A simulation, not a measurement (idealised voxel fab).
The process module that follows is named voxel tone inversion.
The figure presents cross-section cut, which has a width of 275 nm and is divided into square cells with an edge length of 5 nm.
In this document a cross-section is written as a grid of square cells. It is given as a series of bands, listed from the top down, and a band is one or more rows of cells.
Each band's line starts with the height of the band's top and of its bottom, in nm. Then come its materials from left to right, each with its width in nm. One material with "full width" fills the band from edge to edge. "blank" is empty space.
Heights from 0 (as-received wafer is one material below). Bottom band endless downward, as "0 and below".
When a width is written as two numbers, as in "30->40", the first number is the width in the top row of cells of the band and the second is the width in its bottom row, and the width changes by the same amount from each row to the next.
Step note "no modification" = no cross-section cell changed.
"Enclosed void list": empty spaces of 8 cells or more with no open way to the top, each given as width x height at distance, distance from the left edge, all in nm.
Anything after a step's settings on that line? It's the simulator's own note about the step.
You can add "overlay nm" to a step's line. For a step with a mask, it describes how far the mask lay to the right of its planned position, and a negative number describes a lay to the left.
-- Set out below are the planned steps of the process
step 1: RECEIVE,material Si
step 2: CONFORMAL_DEP,material SiCN,thk nm 5
step 3: DIRECTIONAL_DEP,material aC,thk nm 25
step 4: PATTERN,tone cover,mask id POSTS,material resist,width nm 15,pitch nm 55,thk nm 30,overlay nm 0
step 5: DIRECTIONAL_ETCH,etch materials aC,depth nm 25
step 6: STRIP,etch materials resist
step 7: FILL_DEP,material SiO2,thk nm 10
step 8: CMP,height nm 30
step 9: STRIP,etch materials aC
The value of width nm given for step 4 in the plan refers to the first wafer; the wafers vary in this setting and are alike at the start.
-- So this is the first of several wafers, cross-sectioned as it came to us, meaning it's at the end of step 1
    0 and below = Si full width
    Enclosed void list: none
-- End of module, by wafer: material-by-material cell gain (+) or loss (-) since receipt, then closed voids
width nm 15, +55 SiCN, +215 SiO2, Enclosed void list: none
width nm 20, +55 SiCN, +195 SiO2, Enclosed void list: none
width nm 25, +55 SiCN, +175 SiO2, Enclosed void list: none
width nm 30, +55 SiCN, +155 SiO2, Enclosed void list: none
width nm 35, +55 SiCN, +135 SiO2, Enclosed void list: none
width nm 40, +55 SiCN, +115 SiO2, Enclosed void list: none
